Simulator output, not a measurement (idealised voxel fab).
A process module follows: voxel released beams.
Square cell edge 5 nm, section width 145 nm, ID cut.
Throughout this document, each cross-section is represented as a grid of square cells and is presented as a sequence of bands enumerated from the top downward, where a band comprises one or more rows of cells.
Band: top and bottom heights (nm) first, top before bottom; then materials from left to right, widths in nm. "all across" marks a sole material filling the band edge to edge. "empty" denotes empty space.
Where do heights start? At 0: under that level the wafer as delivered is made of one material only. And the lowest band has no floor; it just carries on downward, as in "0 down".
A width given as "30->40" starts at the first number in the band's top row and ends at the second number in its bottom row, shifting by an equal amount at every step from row to row.
What does "no modification" mean for a step? It means no cell of the cross-section changed in that step.
Basically, "Cavities, closed" tells you about the enclosed voids: empty spaces with no open way to the top, 8 cells or bigger, each written width x height at distance, where distance is from the left edge, all in nm.
On a step's line, text after the settings is the simulator commenting on that step.
overlay nm: step with mask; distance mask lay right of planned place; negative value = left of planned place.
**Steps in the process plan**
| 1 | RECEIVE, material Si |
| 2 | CONFORMAL_DEP, material Al2O3, thk nm 5 |
| 3 | DIRECTIONAL_DEP, material SiO2, thk nm 20 |
| 4 | DIRECTIONAL_DEP, material aC, thk nm 10 |
| 5 | PATTERN, tone open, mask id ANCHOR, material resist, width nm 25, thk nm 30, overlay nm 0 |
| 6 | DIRECTIONAL_ETCH, etch materials aC, depth nm 10 |
| 7 | STRIP, etch materials resist |
| 8 | DIRECTIONAL_ETCH, etch materials SiO2, depth nm 20 |
| 9 | STRIP, etch materials aC |
| 10 | CONFORMAL_DEP, material polySi, thk nm 10 |
| 11 | DIRECTIONAL_DEP, material aC, thk nm 15 |
| 12 | PATTERN, tone cover, mask id BEAM, material resist, width nm 80, thk nm 30, overlay nm 0 |
| 13 | DIRECTIONAL_ETCH, etch materials aC, depth nm 15 |
| 14 | STRIP, etch materials resist |
| 15 | DIRECTIONAL_ETCH, etch materials polySi, depth nm 10 |
| 16 | STRIP, etch materials aC |
| 17 | STRIP, etch materials SiO2 |
**Incoming wafer in cross-section (state: after step 1)**
	0 down = Si all across
	Cavities, closed: none
**Cross-section, end of module. Start: as above. Plan: as above. Execution: one mistake**
	35 to 25 = 30 of empty | 25 of polySi | 5 of empty | 50 of polySi | 35 of empty
	25 to 15 = 45 of empty | 10 of polySi | 5 of empty | 10 of polySi | 75 of empty
	15 to 5 = 45 of empty | 25 of polySi | 75 of empty
	5 to 0 = Al2O3 all across
	0 down = Si all across
	Cavities, closed: none
What was done differently from what was planned? step 5 did not use the planned setting and instead ran as PATTERN, tone open, mask id ANCHOR, material resist, width nm 25, thk nm 30, overlay nm 10
